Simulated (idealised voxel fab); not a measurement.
process module | voxel capacitor over wiring
cross-section cut | 180 nm wide | cells 5 nm
A cross-section is a grid of square cells, given in bands from the top down. A band is one or more rows of cells.
Each band's line starts with the height of the band's top and of its bottom, in nm. Then come its materials from left to right, each with its width in nm. One material with "throughout" fills the band from edge to edge. "air" is empty space.
Height 0 is the level under which the wafer as received is all one material. The lowest band goes on downwards, as in "0 down".
A width such as "30 to 40" changes by the same amount from each row of cells to the next, from the band's top row to its bottom row.
"no change" after a step means that no cell of the cross-section changed.
closed voids: empty space of 8 cells or more with no open way to the top, each as width x height at its distance from the left edge, in nm
after a step's settings: what the simulator itself notes on the step
overlay nm, on a step with a mask: how far to the right of its planned place the mask lay; to the left if negative
plan
1 op RECEIVE | material Si
2 op CONFORMAL_DEP | material SiO2 | thk nm 10
3 op CONFORMAL_DEP | material SiCN | thk nm 5
4 op DIRECTIONAL_DEP | material lowk | thk nm 20
5 op MASKED_ETCH | tone open | mask id METAL_1 | width nm 25 | pitch nm 95 | etch materials lowk | depth nm 20 | overlay nm 0
6 op MASKED_ETCH | tone open | mask id METAL_1 | width nm 25 | pitch nm 95 | etch materials SiCN | depth nm 5 | overlay nm 0
7 op CONFORMAL_DEP | material TiN | thk nm 5
8 op FILL_DEP | material Cu | thk nm 5
9 op CMP | height nm 35
10 op CONFORMAL_DEP | material SiCN | thk nm 5
11 op DIRECTIONAL_DEP | material SiO2 | thk nm 20
12 op MASKED_ETCH | tone open | mask id PLUG_1 | width nm 15 | etch materials SiO2 | depth nm 20 | overlay nm 0
13 op MASKED_ETCH | tone open | mask id PLUG_1 | width nm 15 | etch materials SiCN | depth nm 5 | overlay nm 0
14 op CONFORMAL_DEP | material TiN | thk nm 5
15 op FILL_DEP | material W | thk nm 10
16 op CMP | height nm 60
17 op DIRECTIONAL_DEP | material TiN | thk nm 10
18 op DIRECTIONAL_DEP | material SiN | thk nm 5
19 op DIRECTIONAL_DEP | material TiN | thk nm 5
20 op DIRECTIONAL_DEP | material aC | thk nm 15
21 op PATTERN | tone cover | mask id UPPER_PLATE | material resist | width nm 75 | thk nm 30 | overlay nm 0
22 op DIRECTIONAL_ETCH | etch materials aC | depth nm 15
23 op STRIP | etch materials resist
24 op DIRECTIONAL_ETCH | etch materials TiN | depth nm 5
25 op DIRECTIONAL_ETCH | etch materials SiN | depth nm 5
26 op STRIP | etch materials aC
27 op PATTERN | tone cover | mask id LOWER_PLATE | material resist | width nm 85 | thk nm 15 | overlay nm 0
28 op DIRECTIONAL_ETCH | etch materials TiN | depth nm 10
29 op STRIP | etch materials resist
30 op FILL_DEP | material SiO2 | thk nm 15
31 op CMP | height nm 90
32 op DIRECTIONAL_DEP | material aC | thk nm 15
33 op PATTERN | tone open | mask id PLUG_2 | material resist | width nm 15 | thk nm 35 | overlay nm 0
34 op DIRECTIONAL_ETCH | etch materials aC | depth nm 15
35 op STRIP | etch materials resist
36 op DIRECTIONAL_ETCH | etch materials SiO2 | depth nm 10
37 op STRIP | etch materials aC
38 op CONFORMAL_DEP | material TiN | thk nm 5
39 op FILL_DEP | material W | thk nm 10
40 op CMP | height nm 90
41 op CONFORMAL_DEP | material SiCN | thk nm 5
as received, after step 1
  0 down: Si throughout
  closed voids: none
a wafer at the end: this start, this plan, one mistake
  95 to 90: SiCN throughout
  90 to 85: SiO2 50 | TiN 5 | W 5 | TiN 5 | SiO2 115
  85 to 75: SiO2 50 to 40 | TiN 15 to 75 | SiO2 115 to 65
  75 to 70: SiO2 40 | SiN 75 | SiO2 65
  70 to 60: SiO2 35 | TiN 85 | SiO2 60
  60 to 40: SiO2 40 | TiN 5 | W 5 | TiN 5 | SiO2 125
  40 to 35: SiCN 40 | TiN 15 | SiCN 125
  35 to 20: lowk 30 | TiN 5 | Cu 15 | TiN 5 | lowk 70 | TiN 5 | Cu 15 | TiN 5 | lowk 30
  20 to 15: lowk 30 | TiN 10 | Cu 5 | TiN 10 | lowk 70 | TiN 10 | Cu 5 | TiN 10 | lowk 30
  15 to 10: SiCN 35 | TiN 15 | SiCN 80 | TiN 15 | SiCN 35
  10 to 0: SiO2 throughout
  0 down: Si throughout
  closed voids: none
what went wrong: step 6 ran as: op MASKED_ETCH | tone open | mask id METAL_1 | width nm 15 | pitch nm 95 | etch materials SiCN | depth nm 5 | overlay nm 0
